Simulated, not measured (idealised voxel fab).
process module | voxel self aligned vias
cross-section cut | 255 nm wide | cells 5 nm
A cross-section is a grid of square cells, given in bands from the top down. A band is one or more rows of cells.
Each band's line starts with the height of the band's top and of its bottom, in nm. Then come its materials from left to right, each with its width in nm. One material with "throughout" fills the band from edge to edge. "air" is empty space.
Height 0 is the level under which the wafer as received is all one material. The lowest band goes on downwards, as in "0 down".
A width such as "30 to 40" changes by the same amount from each row of cells to the next, from the band's top row to its bottom row.
"no change" after a step means that no cell of the cross-section changed.
closed voids: empty space of 8 cells or more with no open way to the top, each as width x height at its distance from the left edge, in nm
after a step's settings: what the simulator itself notes on the step
overlay nm, on a step with a mask: how far to the right of its planned place the mask lay; to the left if negative
plan
1 op RECEIVE | material Si
2 op CONFORMAL_DEP | material SiO2 | thk nm 15
3 op CONFORMAL_DEP | material SiCN | thk nm 5
4 op DIRECTIONAL_DEP | material SiO2 | thk nm 30
5 op MASKED_ETCH | tone open | mask id LINES | width nm 25 | pitch nm 65 | etch materials SiO2 | depth nm 20 | overlay nm 0
6 op CONFORMAL_DEP | material TiN | thk nm 5
7 op FILL_DEP | material W | thk nm 5
8 op CMP | height nm 50
9 op SELECTIVE_ETCH | etch materials W Ru TiN | depth nm 5
10 op FILL_DEP | material SiN | thk nm 10
11 op CMP | height nm 50
12 op DIRECTIONAL_DEP | material SiO2 | thk nm 20
13 op MASKED_ETCH | tone open | mask id VIAS | width nm 45 | pitch nm 65 | etch materials SiO2 | depth nm 20 | overlay nm 0
14 op MASKED_ETCH | tone open | mask id VIAS | width nm 45 | pitch nm 65 | etch materials SiN | depth nm 5 | overlay nm 0
15 op CONFORMAL_DEP | material TiN | thk nm 5
16 op FILL_DEP | material Cu | thk nm 5
17 op CMP | height nm 70
18 op CONFORMAL_DEP | material SiCN | thk nm 5
varied across the wafers: depth nm of step 5. The plan shows the first wafer's value. All wafers start alike
first wafer as received, after step 1
  0 down: Si throughout
  closed voids: none
first wafer at the end, after step 18
  75 to 70: SiCN throughout
  70 to 55: SiO2 40 | TiN 5 | Cu 35 | TiN 5 | SiO2 20 | TiN 5 | Cu 35 | TiN 5 | SiO2 20 | TiN 5 | Cu 35 | TiN 5 | SiO2 40
  55 to 50: SiO2 40 | TiN 15 | Cu 15 | TiN 15 | SiO2 20 | TiN 15 | Cu 15 | TiN 15 | SiO2 20 | TiN 15 | Cu 15 | TiN 15 | SiO2 40
  50 to 45: SiO2 50 | TiN 25 | SiO2 40 | TiN 25 | SiO2 40 | TiN 25 | SiO2 50
  45 to 35: SiO2 50 | TiN 5 | W 15 | TiN 5 | SiO2 40 | TiN 5 | W 15 | TiN 5 | SiO2 40 | TiN 5 | W 15 | TiN 5 | SiO2 50
  35 to 30: SiO2 50 | TiN 25 | SiO2 40 | TiN 25 | SiO2 40 | TiN 25 | SiO2 50
  30 to 20: SiO2 throughout
  20 to 15: SiCN throughout
  15 to 0: SiO2 throughout
  0 down: Si throughout
  closed voids: none
last wafer at the end
  75 to 70: SiCN throughout
  70 to 55: SiO2 40 | TiN 5 | Cu 35 | TiN 5 | SiO2 20 | TiN 5 | Cu 35 | TiN 5 | SiO2 20 | TiN 5 | Cu 35 | TiN 5 | SiO2 40
  55 to 50: SiO2 40 | TiN 15 | Cu 15 | TiN 15 | SiO2 20 | TiN 15 | Cu 15 | TiN 15 | SiO2 20 | TiN 15 | Cu 15 | TiN 15 | SiO2 40
  50 to 45: SiO2 50 | TiN 25 | SiO2 40 | TiN 25 | SiO2 40 | TiN 25 | SiO2 50
  45 to 25: SiO2 50 | TiN 5 | W 15 | TiN 5 | SiO2 40 | TiN 5 | W 15 | TiN 5 | SiO2 40 | TiN 5 | W 15 | TiN 5 | SiO2 50
  25 to 20: SiO2 50 | TiN 25 | SiO2 40 | TiN 25 | SiO2 40 | TiN 25 | SiO2 50
  20 to 15: SiCN throughout
  15 to 0: SiO2 throughout
  0 down: Si throughout
  closed voids: none
each wafer at the end: cells of each material gained (+) or lost (-) since it was received, then its closed voids
depth nm 20 | +72 Cu | +102 SiCN | +495 SiO2 | +78 TiN | +18 W | closed voids: none
depth nm 25 | +72 Cu | +102 SiCN | +480 SiO2 | +84 TiN | +27 W | closed voids: none
depth nm 30 | +72 Cu | +102 SiCN | +465 SiO2 | +90 TiN | +36 W | closed voids: none
depth nm 35 | +72 Cu | +102 SiCN | +465 SiO2 | +90 TiN | +36 W | closed voids: none
depth nm 40 | +72 Cu | +102 SiCN | +465 SiO2 | +90 TiN | +36 W | closed voids: none
depth nm 45 | +72 Cu | +102 SiCN | +465 SiO2 | +90 TiN | +36 W | closed voids: none
